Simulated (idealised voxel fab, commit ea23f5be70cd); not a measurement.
process module | voxel lift off
cross-section cut | 170 nm wide | cells 5 nm
A cross-section is a grid of square cells, given in bands from the top down. A band is one or more rows of cells.
Each band's line starts with the height of the band's top and of its bottom, in nm. Then come its materials from left to right, each with its width in nm. One material with "throughout" fills the band from edge to edge. "air" is empty space.
Height 0 is the level under which the wafer as received is all one material. The lowest band goes on downwards, as in "0 down".
A width such as "30 to 40" changes by the same amount from each row of cells to the next, from the band's top row to its bottom row.
"no change" after a step means that no cell of the cross-section changed.
closed voids: empty space of 8 cells or more with no open way to the top, each as width x height at its distance from the left edge, in nm
after a step's settings: what the simulator itself notes on the step
overlay nm, on a step with a mask: how far to the right of its planned place the mask lay; to the left if negative
plan
1 op RECEIVE | material Si
2 op CONFORMAL_DEP | material Al2O3 | thk nm 15
3 op PATTERN | tone open | mask id LINES | material resist | width nm 25 | pitch nm 50 | thk nm 30 | overlay nm 0
4 op DIRECTIONAL_DEP | material Ru | thk nm 15
5 op STRIP | etch materials resist
6 op CONFORMAL_DEP | material SiN | thk nm 5
as received, after step 1
  0 down: Si throughout
  closed voids: none
first wafer at the end, as planned
  35 to 30: air 40 | SiN 35 | air 15 | SiN 35 | air 45
  30 to 20: air 40 | SiN 5 | Ru 25 | SiN 5 | air 15 | SiN 5 | Ru 25 | SiN 5 | air 45
  20 to 15: SiN 45 | Ru 25 | SiN 25 | Ru 25 | SiN 50
  15 to 0: Al2O3 throughout
  0 down: Si throughout
  closed voids: none
second wafer at the end: like start, like plan, one mistake
  45 to 40: air 40 | SiN 35 | air 15 | SiN 35 | air 45
  40 to 20: air 40 | SiN 5 | Ru 25 | SiN 5 | air 15 | SiN 5 | Ru 25 | SiN 5 | air 45
  20 to 15: SiN 45 | Ru 25 | SiN 25 | Ru 25 | SiN 50
  15 to 0: Al2O3 throughout
  0 down: Si throughout
  closed voids: none
what went wrong: step 4 ran as: op DIRECTIONAL_DEP | material Ru | thk nm 25
at the end the second wafer has, in cells: 20 more of Ru | 8 more of SiN
